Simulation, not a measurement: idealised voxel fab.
Process module in this document: voxel wiring stack
Each square cell in cross-section cut measures 5 nm, and the section as a whole is 220 nm wide.
Cross-section layout: square cells on a grid; listed as bands, top to bottom; a band spans one or more cell rows. Look at the band entry: it leads with the top's height and the bottom's height in nm. Then it lists the materials left to right, with a width in nm for each. The word "everywhere" on a single material says that material fills the band edge to edge. The word "empty" is empty space. We count height from 0. Below that, the starting wafer is all one material. The lowest band never ends at the bottom but goes on down; see "top 0, no bottom" for how that is written. Read "30->40" as a graded width: first number on top, second number at the bottom, same change between each pair of neighbouring rows. "remained the same" -> step changed no cross-section cell. Entry "Non-vented voids". Content: empty spaces with no open connection to the top, size 8 cells or greater. Each: width x height at distance. Distance: from left edge. Unit: nm. The remark found on a step's line after its settings is issued by the simulator itself and pertains to that step. overlay nm: mask offset rightward from planned place, masked step; negative means leftward offset.
**So here's the lineup of process steps we planned**
1 RECEIVE [material Si]
2 CONFORMAL_DEP [material SiO2] [thk nm 10]
3 DIRECTIONAL_DEP [material TiN] [thk nm 5]
4 DIRECTIONAL_DEP [material Ru] [thk nm 20]
5 DIRECTIONAL_DEP [material aC] [thk nm 10]
6 PATTERN [tone cover] [mask id METAL_1] [material resist] [width nm 30] [pitch nm 45] [thk nm 30] [overlay nm 0]
7 DIRECTIONAL_ETCH [etch materials aC] [depth nm 10]
8 STRIP [etch materials resist]
9 DIRECTIONAL_ETCH [etch materials Ru] [depth nm 20]
10 DIRECTIONAL_ETCH [etch materials TiN] [depth nm 5]
11 STRIP [etch materials aC]
12 CONFORMAL_DEP [material SiCN] [thk nm 5]
13 FILL_DEP [material SiO2] [thk nm 5]
14 CMP [height nm 35]
15 CONFORMAL_DEP [material SiCN] [thk nm 5]
16 DIRECTIONAL_DEP [material lowk] [thk nm 30]
17 DIRECTIONAL_DEP [material aC] [thk nm 10]
18 PATTERN [tone open] [mask id METAL_2_HOLES] [material resist] [width nm 15] [thk nm 25] [overlay nm 0]
19 DIRECTIONAL_ETCH [etch materials aC] [depth nm 10]
20 STRIP [etch materials resist]
21 DIRECTIONAL_ETCH [etch materials lowk] [depth nm 30]
22 STRIP [etch materials aC]
23 MASKED_ETCH [tone open] [mask id METAL_2] [width nm 30] [pitch nm 45] [etch materials lowk] [depth nm 15] [overlay nm 0]
24 MASKED_ETCH [tone open] [mask id METAL_2] [width nm 30] [pitch nm 45] [etch materials SiCN] [depth nm 5] [overlay nm 0]
25 CONFORMAL_DEP [material TiN] [thk nm 5]
26 FILL_DEP [material Ru] [thk nm 10]
27 CMP [height nm 70]
28 CONFORMAL_DEP [material SiCN] [thk nm 5]
29 DIRECTIONAL_DEP [material lowk] [thk nm 10]
30 PATTERN [tone open] [mask id PLUG_2] [material resist] [width nm 15] [thk nm 20] [overlay nm 0]
31 DIRECTIONAL_ETCH [etch materials lowk] [depth nm 10]
32 DIRECTIONAL_ETCH [etch materials SiCN] [depth nm 5]
33 STRIP [etch materials resist]
34 CONFORMAL_DEP [material TiN] [thk nm 5]
35 FILL_DEP [material W] [thk nm 5]
36 CMP [height nm 85]
37 CONFORMAL_DEP [material SiCN] [thk nm 5]
38 DIRECTIONAL_DEP [material SiO2] [thk nm 15]
39 PATTERN [tone open] [mask id METAL_3] [material resist] [width nm 30] [pitch nm 45] [thk nm 15] [overlay nm 0]
40 DIRECTIONAL_ETCH [etch materials SiO2] [depth nm 15]
41 DIRECTIONAL_ETCH [etch materials SiCN] [depth nm 5]
42 STRIP [etch materials resist]
43 CONFORMAL_DEP [material TiN] [thk nm 5]
44 FILL_DEP [material Ru] [thk nm 5]
45 CMP [height nm 105]
46 EPI [material Ru] [thk nm 5]
47 FILL_DEP [material SiCN] [thk nm 5]
**The cross-section here shows the wafer as received, i.e. in its state after step 1**
> top 0, no bottom = Si everywhere
> Non-vented voids: none
**Cross-section: first of two wafers, module finished, run according to plan**
> top 115, bottom 110 = SiCN everywhere
> top 110, bottom 105 = SiCN=65, then Ru=40, then SiCN=5, then Ru=40, then SiCN=70
> top 105, bottom 90 = SiO2=70, then TiN=5, then Ru=20, then TiN=5, then SiO2=15, then TiN=5, then Ru=20, then TiN=5, then SiO2=75
> top 90, bottom 85 = SiCN=70, then TiN=30, then SiCN=15, then TiN=30, then SiCN=75
> top 85, bottom 75 = lowk=70, then TiN=5, then W=5, then TiN=5, then lowk=135
> top 75, bottom 70 = SiCN=70, then TiN=15, then SiCN=135
> top 70, bottom 60 = lowk=70, then TiN=5, then Ru=20, then TiN=5, then lowk=15, then TiN=5, then Ru=20, then TiN=5, then lowk=75
> top 60, bottom 55 = lowk=70, then TiN=5, then Ru=5, then TiN=20, then lowk=15, then TiN=30, then lowk=75
> top 55, bottom 40 = lowk=70, then TiN=5, then Ru=5, then TiN=5, then lowk=135
> top 40, bottom 35 = SiCN=70, then TiN=15, then SiCN=135
> top 35, bottom 15 = SiO2=65, then SiCN=5, then Ru=30, then SiCN=5, then SiO2=5, then SiCN=5, then Ru=30, then SiCN=5, then SiO2=70
> top 15, bottom 10 = SiCN=70, then TiN=30, then SiCN=15, then TiN=30, then SiCN=75
> top 10, bottom 0 = SiO2 everywhere
> top 0, no bottom = Si everywhere
> Non-vented voids: none
**Wafer two, end of module, cross-section. Same start, same plan as wafer one. One mistake in the run**
> top 115, bottom 110 = SiCN everywhere
> top 110, bottom 105 = SiCN=65, then Ru=40, then SiCN=5, then Ru=40, then SiCN=70
> top 105, bottom 90 = SiO2=70, then TiN=5, then Ru=20, then TiN=5, then SiO2=15, then TiN=5, then Ru=20, then TiN=5, then SiO2=75
> top 90, bottom 85 = SiCN=70, then TiN=30, then SiCN=15, then TiN=30, then SiCN=75
> top 85, bottom 75 = lowk=70, then TiN=5, then W=5, then TiN=5, then lowk=135
> top 75, bottom 70 = SiCN=70, then TiN=15, then SiCN=135
> top 70, bottom 55 = lowk=70, then TiN=5, then Ru=20, then TiN=5, then lowk=15, then TiN=5, then Ru=20, then TiN=5, then lowk=75
> top 55, bottom 50 = lowk=70, then TiN=5, then Ru=5, then TiN=20, then lowk=15, then TiN=30, then lowk=75
> top 50, bottom 40 = lowk=70, then TiN=5, then Ru=5, then TiN=5, then lowk=135
> top 40, bottom 35 = SiCN=70, then TiN=15, then SiCN=135
> top 35, bottom 15 = SiO2=65, then SiCN=5, then Ru=30, then SiCN=5, then SiO2=5, then SiCN=5, then Ru=30, then SiCN=5, then SiO2=70
> top 15, bottom 10 = SiCN=70, then TiN=30, then SiCN=15, then TiN=30, then SiCN=75
> top 10, bottom 0 = SiO2 everywhere
> top 0, no bottom = Si everywhere
> Non-vented voids: none
What was done differently from what was planned? step 23 went in with a setting other than planned; the actual run was MASKED_ETCH [tone open] [mask id METAL_2] [width nm 30] [pitch nm 45] [etch materials lowk] [depth nm 20] [overlay nm 0]
End check, counted in cells, second wafer has more or fewer of these materials than the first: Ru +7; TiN +2; lowk -9
